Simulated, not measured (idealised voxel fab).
process module | voxel capacitor over wiring
cross-section cut | 245 nm wide | cells 5 nm
A cross-section is a grid of square cells, given in bands from the top down. A band is one or more rows of cells.
Each band's line starts with the height of the band's top and of its bottom, in nm. Then come its materials from left to right, each with its width in nm. One material with "throughout" fills the band from edge to edge. "air" is empty space.
Height 0 is the level under which the wafer as received is all one material. The lowest band goes on downwards, as in "0 down".
A width such as "30 to 40" changes by the same amount from each row of cells to the next, from the band's top row to its bottom row.
"no change" after a step means that no cell of the cross-section changed.
closed voids: empty space of 8 cells or more with no open way to the top, each as width x height at its distance from the left edge, in nm
after a step's settings: what the simulator itself notes on the step
overlay nm, on a step with a mask: how far to the right of its planned place the mask lay; to the left if negative
plan
1 op RECEIVE | material Si
2 op CONFORMAL_DEP | material SiO2 | thk nm 15
3 op DIRECTIONAL_DEP | material TiN | thk nm 5
4 op DIRECTIONAL_DEP | material W | thk nm 25
5 op DIRECTIONAL_DEP | material aC | thk nm 10
6 op PATTERN | tone cover | mask id METAL_1 | material resist | width nm 25 | pitch nm 80 | thk nm 30 | overlay nm 0
7 op DIRECTIONAL_ETCH | etch materials aC | depth nm 10
8 op STRIP | etch materials resist
9 op DIRECTIONAL_ETCH | etch materials W | depth nm 25
10 op DIRECTIONAL_ETCH | etch materials TiN | depth nm 5
11 op STRIP | etch materials aC
12 op CONFORMAL_DEP | material SiCN | thk nm 5
13 op FILL_DEP | material lowk | thk nm 10
14 op CMP | height nm 45
15 op CONFORMAL_DEP | material SiCN | thk nm 5
16 op DIRECTIONAL_DEP | material lowk | thk nm 10
17 op DIRECTIONAL_DEP | material aC | thk nm 10
18 op PATTERN | tone open | mask id PLUG_1 | material resist | width nm 15 | thk nm 30 | overlay nm 0
19 op DIRECTIONAL_ETCH | etch materials aC | depth nm 10
20 op STRIP | etch materials resist
21 op DIRECTIONAL_ETCH | etch materials lowk | depth nm 10
22 op DIRECTIONAL_ETCH | etch materials SiCN | depth nm 5
23 op STRIP | etch materials aC
24 op CONFORMAL_DEP | material TiN | thk nm 5
25 op FILL_DEP | material Cu | thk nm 5
26 op CMP | height nm 60
27 op DIRECTIONAL_DEP | material TiN | thk nm 5
28 op DIRECTIONAL_DEP | material SiN | thk nm 5
29 op DIRECTIONAL_DEP | material TiN | thk nm 5
30 op DIRECTIONAL_DEP | material aC | thk nm 10
31 op PATTERN | tone cover | mask id UPPER_PLATE | material resist | width nm 60 | thk nm 30 | overlay nm 0
32 op DIRECTIONAL_ETCH | etch materials aC | depth nm 10
33 op STRIP | etch materials resist
34 op DIRECTIONAL_ETCH | etch materials TiN | depth nm 5
35 op DIRECTIONAL_ETCH | etch materials SiN | depth nm 5
36 op STRIP | etch materials aC
37 op PATTERN | tone cover | mask id LOWER_PLATE | material resist | width nm 70 | thk nm 20 | overlay nm 0
38 op DIRECTIONAL_ETCH | etch materials TiN | depth nm 5
39 op STRIP | etch materials resist
40 op FILL_DEP | material SiO2 | thk nm 20
41 op CMP | height nm 90
42 op MASKED_ETCH | tone open | mask id PLUG_2 | width nm 15 | etch materials SiO2 | depth nm 15 | overlay nm 0
43 op CONFORMAL_DEP | material TiN | thk nm 5
44 op FILL_DEP | material Cu | thk nm 10
45 op CMP | height nm 90
46 op CONFORMAL_DEP | material SiN | thk nm 5
as received, after step 1
  0 down: Si throughout
  closed voids: none
first wafer at the end, as planned
  95 to 90: SiN throughout
  90 to 80: SiO2 90 | TiN 5 | Cu 5 | TiN 5 | SiO2 140
  80 to 70: SiO2 90 to 80 | TiN 15 to 60 | SiO2 140 to 105
  70 to 65: SiO2 80 | SiN 60 | SiO2 105
  65 to 60: SiO2 75 | TiN 70 | SiO2 100
  60 to 50: lowk 80 | TiN 5 | Cu 5 | TiN 5 | lowk 150
  50 to 45: SiCN 80 | TiN 15 | SiCN 150
  45 to 20: lowk 65 | SiCN 5 | W 25 | SiCN 5 | lowk 45 | SiCN 5 | W 25 | SiCN 5 | lowk 65
  20 to 15: SiCN 70 | TiN 25 | SiCN 55 | TiN 25 | SiCN 70
  15 to 0: SiO2 throughout
  0 down: Si throughout
  closed voids: none
second wafer at the end: like start, like plan, one mistake
  95 to 90: SiN throughout
  90 to 80: SiO2 90 | TiN 5 | Cu 10 | TiN 5 | SiO2 135
  80 to 70: SiO2 90 to 80 | TiN 20 to 60 | SiO2 135 to 105
  70 to 65: SiO2 80 | SiN 60 | SiO2 105
  65 to 60: SiO2 75 | TiN 70 | SiO2 100
  60 to 50: lowk 80 | TiN 5 | Cu 5 | TiN 5 | lowk 150
  50 to 45: SiCN 80 | TiN 15 | SiCN 150
  45 to 20: lowk 65 | SiCN 5 | W 25 | SiCN 5 | lowk 45 | SiCN 5 | W 25 | SiCN 5 | lowk 65
  20 to 15: SiCN 70 | TiN 25 | SiCN 55 | TiN 25 | SiCN 70
  15 to 0: SiO2 throughout
  0 down: Si throughout
  closed voids: none
what went wrong: step 42 ran as: op MASKED_ETCH | tone open | mask id PLUG_2 | width nm 20 | etch materials SiO2 | depth nm 15 | overlay nm 0
at the end the second wafer has, in cells: 2 more of Cu | 3 fewer of SiO2 | 1 more of TiN
